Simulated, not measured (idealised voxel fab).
process module | voxel plated lines
cross-section cut | 225 nm wide | cells 5 nm
A cross-section is a grid of square cells, given in bands from the top down. A band is one or more rows of cells.
Each band's line starts with the height of the band's top and of its bottom, in nm. Then come its materials from left to right, each with its width in nm. One material with "throughout" fills the band from edge to edge. "air" is empty space.
Height 0 is the level under which the wafer as received is all one material. The lowest band goes on downwards, as in "0 down".
A width such as "30 to 40" changes by the same amount from each row of cells to the next, from the band's top row to its bottom row.
"no change" after a step means that no cell of the cross-section changed.
closed voids: empty space of 8 cells or more with no open way to the top, each as width x height at its distance from the left edge, in nm
after a step's settings: what the simulator itself notes on the step
overlay nm, on a step with a mask: how far to the right of its planned place the mask lay; to the left if negative
Each pair below shows a cross-section before one step and the cross-section after it, down to the lowest band that changed. The line under each pair gives the step between them, with its settings. The pairs can come from different runs of this module on the same starting wafer, so a pair continues from the pair above only where its "before" says so.
before
  0 down: Si throughout
  closed voids: none
after
  5 to 0: Al2O3 throughout
  below 0: unchanged
  closed voids: none
the step between: op CONFORMAL_DEP | material Al2O3 | thk nm 5
before: the cross-section after the pair above
after
  10 to 5: TiN throughout
  below 5: unchanged
  closed voids: none
the step between: op DIRECTIONAL_DEP | material TiN | thk nm 5
before: the cross-section after the pair above
after
  40 to 10: resist 80 | air 20 | resist 25 | air 20 | resist 80
  below 10: unchanged
  closed voids: none
the step between: op PATTERN | tone open | mask id LINES | material resist | width nm 20 | pitch nm 45 | thk nm 30 | overlay nm 0
before: the cross-section after the pair above
after
  40 to 15: resist 80 | air 20 | resist 25 | air 20 | resist 80
  15 to 10: resist 80 | Ru 20 | resist 25 | Ru 20 | resist 80
  below 10: unchanged
  closed voids: none
the step between: op EPI | material Ru | thk nm 5
before: the cross-section after the pair above
after
  40 to 20: resist 80 | air 20 | resist 25 | air 20 | resist 80
  20 to 10: resist 80 | Ru 20 | resist 25 | Ru 20 | resist 80
  below 10: unchanged
  closed voids: none
the step between: op EPI | material Ru | thk nm 5
before: the cross-section after the pair above
after
  20 to 10: air 80 | Ru 20 | air 25 | Ru 20 | air 80
  below 10: unchanged
  closed voids: none
the step between: op STRIP | etch materials resist
before: the cross-section after the pair above
after
  20 to 10: air 80 | Ru 20 | air 25 | Ru 20 | air 80
  10 to 5: air 80 | TiN 20 | air 25 | TiN 20 | air 80
  below 5: unchanged
  closed voids: none
the step between: op DIRECTIONAL_ETCH | etch materials TiN | depth nm 5
before: the cross-section after the pair above
after
  30 to 20: air 70 | SiN 40 | air 5 | SiN 40 | air 70
  20 to 15: air 70 | SiN 10 | Ru 20 | SiN 10 | air 5 | SiN 10 | Ru 20 | SiN 10 | air 70
  15 to 10: SiN 80 | Ru 20 | SiN 25 | Ru 20 | SiN 80
  10 to 5: SiN 80 | TiN 20 | SiN 25 | TiN 20 | SiN 80
  below 5: unchanged
  closed voids: none
the step between: op CONFORMAL_DEP | material SiN | thk nm 10
before
  40 to 15: resist 80 | air 20 | resist 25 | air 20 | resist 80
  15 to 10: resist 80 | Ru 20 | resist 25 | Ru 20 | resist 80
  10 to 5: TiN throughout
  5 to 0: Al2O3 throughout
  0 down: Si throughout
  closed voids: none
after
  15 to 10: air 80 | Ru 20 | air 25 | Ru 20 | air 80
  below 10: unchanged
  closed voids: none
the step between: op STRIP | etch materials resist
before: the cross-section after the pair above
after
  15 to 10: air 80 | Ru 20 | air 25 | Ru 20 | air 80
  10 to 5: air 80 | TiN 20 | air 25 | TiN 20 | air 80
  below 5: unchanged
  closed voids: none
the step between: op DIRECTIONAL_ETCH | etch materials TiN | depth nm 5
before: the cross-section after the pair above
after
  25 to 15: air 70 | SiN 40 | air 5 | SiN 40 | air 70
  15 to 10: SiN 80 | Ru 20 | SiN 25 | Ru 20 | SiN 80
  10 to 5: SiN 80 | TiN 20 | SiN 25 | TiN 20 | SiN 80
  below 5: unchanged
  closed voids: none
the step between: op CONFORMAL_DEP | material SiN | thk nm 10
before
  0 down: Si throughout
  closed voids: none
after
  5 to 0: TiN throughout
  below 0: unchanged
  closed voids: none
the step between: op DIRECTIONAL_DEP | material TiN | thk nm 5
before: the cross-section after the pair above
after
  10 to 5: Al2O3 throughout
  below 5: unchanged
  closed voids: none
the step between: op CONFORMAL_DEP | material Al2O3 | thk nm 5
before: the cross-section after the pair above
after
  40 to 10: resist 80 | air 20 | resist 25 | air 20 | resist 80
  below 10: unchanged
  closed voids: none
the step between: op PATTERN | tone open | mask id LINES | material resist | width nm 20 | pitch nm 45 | thk nm 30 | overlay nm 0
before: the cross-section after the pair above
after
  10 to 5: Al2O3 throughout
  below 5: unchanged
  closed voids: none
the step between: op STRIP | etch materials resist
before: the cross-section after the pair above
after
  20 to 10: SiN throughout
  below 10: unchanged
  closed voids: none
the step between: op CONFORMAL_DEP | material SiN | thk nm 10
before
  5 to 0: Al2O3 throughout
  0 down: Si throughout
  closed voids: none
after
  20 to 5: TiN throughout
  below 5: unchanged
  closed voids: none
the step between: op DIRECTIONAL_DEP | material TiN | thk nm 15
before: the cross-section after the pair above
after
  50 to 20: resist 80 | air 20 | resist 25 | air 20 | resist 80
  below 20: unchanged
  closed voids: none
the step between: op PATTERN | tone open | mask id LINES | material resist | width nm 20 | pitch nm 45 | thk nm 30 | overlay nm 0
before: the cross-section after the pair above
after
  50 to 25: resist 80 | air 20 | resist 25 | air 20 | resist 80
  25 to 20: resist 80 | Ru 20 | resist 25 | Ru 20 | resist 80
  below 20: unchanged
  closed voids: none
the step between: op EPI | material Ru | thk nm 5
before: the cross-section after the pair above
after
  50 to 30: resist 80 | air 20 | resist 25 | air 20 | resist 80
  30 to 20: resist 80 | Ru 20 | resist 25 | Ru 20 | resist 80
  below 20: unchanged
  closed voids: none
the step between: op EPI | material Ru | thk nm 5
before: the cross-section after the pair above
after
  30 to 20: air 80 | Ru 20 | air 25 | Ru 20 | air 80
  below 20: unchanged
  closed voids: none
the step between: op STRIP | etch materials resist
before: the cross-section after the pair above
after
  30 to 20: air 80 | Ru 20 | air 25 | Ru 20 | air 80
  20 to 15: air 80 | TiN 20 | air 25 | TiN 20 | air 80
  below 15: unchanged
  closed voids: none
the step between: op DIRECTIONAL_ETCH | etch materials TiN | depth nm 5
before: the cross-section after the pair above
after
  40 to 30: air 70 | SiN 40 | air 5 | SiN 40 | air 70
  30 to 25: air 70 | SiN 10 | Ru 20 | SiN 10 | air 5 | SiN 10 | Ru 20 | SiN 10 | air 70
  25 to 20: SiN 80 | Ru 20 | SiN 25 | Ru 20 | SiN 80
  20 to 15: SiN 80 | TiN 20 | SiN 25 | TiN 20 | SiN 80
  below 15: unchanged
  closed voids: none
the step between: op CONFORMAL_DEP | material SiN | thk nm 10
before
  10 to 5: TiN throughout
  5 to 0: Al2O3 throughout
  0 down: Si throughout
  closed voids: none
after
  40 to 10: resist 80 | air 25 | resist 20 | air 25 | resist 75
  below 10: unchanged
  closed voids: none
the step between: op PATTERN | tone open | mask id LINES | material resist | width nm 25 | pitch nm 45 | thk nm 30 | overlay nm 0
before: the cross-section after the pair above
after
  40 to 15: resist 80 | air 25 | resist 20 | air 25 | resist 75
  15 to 10: resist 80 | Ru 25 | resist 20 | Ru 25 | resist 75
  below 10: unchanged
  closed voids: none
the step between: op EPI | material Ru | thk nm 5
before: the cross-section after the pair above
after
  40 to 20: resist 80 | air 25 | resist 20 | air 25 | resist 75
  20 to 10: resist 80 | Ru 25 | resist 20 | Ru 25 | resist 75
  below 10: unchanged
  closed voids: none
the step between: op EPI | material Ru | thk nm 5
before: the cross-section after the pair above
after
  20 to 10: air 80 | Ru 25 | air 20 | Ru 25 | air 75
  below 10: unchanged
  closed voids: none
the step between: op STRIP | etch materials resist
before: the cross-section after the pair above
after
  20 to 10: air 80 | Ru 25 | air 20 | Ru 25 | air 75
  10 to 5: air 80 | TiN 25 | air 20 | TiN 25 | air 75
  below 5: unchanged
  closed voids: none
the step between: op DIRECTIONAL_ETCH | etch materials TiN | depth nm 5
before: the cross-section after the pair above
after
  30 to 20: air 70 | SiN 90 | air 65
  20 to 15: air 70 | SiN 10 | Ru 25 | SiN 20 | Ru 25 | SiN 10 | air 65
  15 to 10: SiN 80 | Ru 25 | SiN 20 | Ru 25 | SiN 75
  10 to 5: SiN 80 | TiN 25 | SiN 20 | TiN 25 | SiN 75
  below 5: unchanged
  closed voids: none
the step between: op CONFORMAL_DEP | material SiN | thk nm 10
before
  10 to 5: TiN throughout
  5 to 0: Al2O3 throughout
  0 down: Si throughout
  closed voids: none
after
  40 to 10: resist 70 | air 20 | resist 25 | air 20 | resist 90
  below 10: unchanged
  closed voids: none
the step between: op PATTERN | tone open | mask id LINES | material resist | width nm 20 | pitch nm 45 | thk nm 30 | overlay nm -10
before: the cross-section after the pair above
after
  40 to 15: resist 70 | air 20 | resist 25 | air 20 | resist 90
  15 to 10: resist 70 | Ru 20 | resist 25 | Ru 20 | resist 90
  below 10: unchanged
  closed voids: none
the step between: op EPI | material Ru | thk nm 5
before: the cross-section after the pair above
after
  40 to 20: resist 70 | air 20 | resist 25 | air 20 | resist 90
  20 to 10: resist 70 | Ru 20 | resist 25 | Ru 20 | resist 90
  below 10: unchanged
  closed voids: none
the step between: op EPI | material Ru | thk nm 5
before: the cross-section after the pair above
after
  20 to 10: air 70 | Ru 20 | air 25 | Ru 20 | air 90
  below 10: unchanged
  closed voids: none
the step between: op STRIP | etch materials resist
before: the cross-section after the pair above
after
  20 to 10: air 70 | Ru 20 | air 25 | Ru 20 | air 90
  10 to 5: air 70 | TiN 20 | air 25 | TiN 20 | air 90
  below 5: unchanged
  closed voids: none
the step between: op DIRECTIONAL_ETCH | etch materials TiN | depth nm 5
before: the cross-section after the pair above
after
  30 to 20: air 60 | SiN 40 | air 5 | SiN 40 | air 80
  20 to 15: air 60 | SiN 10 | Ru 20 | SiN 10 | air 5 | SiN 10 | Ru 20 | SiN 10 | air 80
  15 to 10: SiN 70 | Ru 20 | SiN 25 | Ru 20 | SiN 90
  10 to 5: SiN 70 | TiN 20 | SiN 25 | TiN 20 | SiN 90
  below 5: unchanged
  closed voids: none
the step between: op CONFORMAL_DEP | material SiN | thk nm 10
before
  20 to 10: air 80 | Ru 20 | air 25 | Ru 20 | air 80
  10 to 5: air 80 | TiN 20 | air 25 | TiN 20 | air 80
  5 to 0: Al2O3 throughout
  0 down: Si throughout
  closed voids: none
after
  30 to 20: air 70 | TiN 40 | air 5 | TiN 40 | air 70
  20 to 15: air 70 | TiN 10 | Ru 20 | TiN 10 | air 5 | TiN 10 | Ru 20 | TiN 10 | air 70
  15 to 10: TiN 80 | Ru 20 | TiN 25 | Ru 20 | TiN 80
  10 to 5: TiN throughout
  below 5: unchanged
  closed voids: none
the step between: op CONFORMAL_DEP | material TiN | thk nm 10
before
  10 to 5: TiN throughout
  5 to 0: Al2O3 throughout
  0 down: Si throughout
  closed voids: none
after
  40 to 10: air 80 | resist 20 | air 25 | resist 20 | air 80
  below 10: unchanged
  closed voids: none
the step between: op PATTERN | tone cover | mask id LINES | material resist | width nm 20 | pitch nm 45 | thk nm 30 | overlay nm 0
before: the cross-section after the pair above
after
  40 to 15: air 80 | resist 20 | air 25 | resist 20 | air 80
  15 to 10: Ru 80 | resist 20 | Ru 25 | resist 20 | Ru 80
  below 10: unchanged
  closed voids: none
the step between: op EPI | material Ru | thk nm 5
before: the cross-section after the pair above
after
  40 to 20: air 80 | resist 20 | air 25 | resist 20 | air 80
  20 to 10: Ru 80 | resist 20 | Ru 25 | resist 20 | Ru 80
  below 10: unchanged
  closed voids: none
the step between: op EPI | material Ru | thk nm 5
before: the cross-section after the pair above
after
  20 to 10: Ru 80 | air 20 | Ru 25 | air 20 | Ru 80
  below 10: unchanged
  closed voids: none
the step between: op STRIP | etch materials resist
before: the cross-section after the pair above
after
  20 to 10: Ru 80 | air 20 | Ru 25 | air 20 | Ru 80
  10 to 5: TiN 80 | air 20 | TiN 25 | air 20 | TiN 80
  below 5: unchanged
  closed voids: none
the step between: op DIRECTIONAL_ETCH | etch materials TiN | depth nm 5
before: the cross-section after the pair above
after
  30 to 20: SiN throughout
  20 to 10: Ru 80 | SiN 20 | Ru 25 | SiN 20 | Ru 80
  10 to 5: TiN 80 | SiN 20 | TiN 25 | SiN 20 | TiN 80
  below 5: unchanged
  closed voids: none
the step between: op CONFORMAL_DEP | material SiN | thk nm 10
